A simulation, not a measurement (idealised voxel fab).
process module | voxel self aligned contacts
cross-section cut | 145 nm wide | cells 5 nm
A cross-section is a grid of square cells, given in bands from the top down. A band is one or more rows of cells.
Each band's line starts with the height of the band's top and of its bottom, in nm. Then come its materials from left to right, each with its width in nm. One material with "throughout" fills the band from edge to edge. "air" is empty space.
Height 0 is the level under which the wafer as received is all one material. The lowest band goes on downwards, as in "0 down".
A width such as "30 to 40" changes by the same amount from each row of cells to the next, from the band's top row to its bottom row.
"no change" after a step means that no cell of the cross-section changed.
closed voids: empty space of 8 cells or more with no open way to the top, each as width x height at its distance from the left edge, in nm
after a step's settings: what the simulator itself notes on the step
overlay nm, on a step with a mask: how far to the right of its planned place the mask lay; to the left if negative
plan
1 op RECEIVE | material Si
2 op OXIDIZE | depth nm 5
3 op DIRECTIONAL_DEP | material polySi | thk nm 30
4 op DIRECTIONAL_DEP | material SiN | thk nm 20
5 op PATTERN | tone cover | mask id GATE | material resist | width nm 30 | pitch nm 75 | thk nm 15 | overlay nm 0
6 op DIRECTIONAL_ETCH | etch materials SiN | depth nm 20
7 op DIRECTIONAL_ETCH | etch materials polySi | depth nm 30
8 op STRIP | etch materials resist
9 op CONFORMAL_DEP | material SiN | thk nm 10
10 op DIRECTIONAL_ETCH | etch materials SiN | depth nm 10
11 op FILL_DEP | material SiO2 | thk nm 15
12 op CMP | height nm 55
13 op MASKED_ETCH | tone open | mask id CONTACT | width nm 55 | etch materials SiO2 | depth nm 60 | overlay nm 0
14 op CONFORMAL_DEP | material TiN | thk nm 5
15 op FILL_DEP | material Ru | thk nm 10
16 op CMP | height nm 55
17 op CONFORMAL_DEP | material SiN | thk nm 5
as received, after step 1
  0 down: Si throughout
  closed voids: none
a wafer at the end: this start, this plan, one mistake
  60 to 55: SiN throughout
  55 to 50: SiO2 45 | TiN 20 | Ru 15 | TiN 20 | SiO2 45
  50 to 30: SiO2 10 | SiN 50 | TiN 5 | Ru 15 | TiN 5 | SiN 50 | SiO2 10
  30 to 5: SiO2 10 | SiN 10 | polySi 30 | SiN 10 | TiN 5 | Ru 15 | TiN 5 | SiN 10 | polySi 30 | SiN 10 | SiO2 10
  5 to 0: SiO2 10 | SiN 10 | polySi 30 | SiN 10 | TiN 25 | SiN 10 | polySi 30 | SiN 10 | SiO2 10
  0 down: Si throughout
  closed voids: none
what went wrong: step 2 was left out
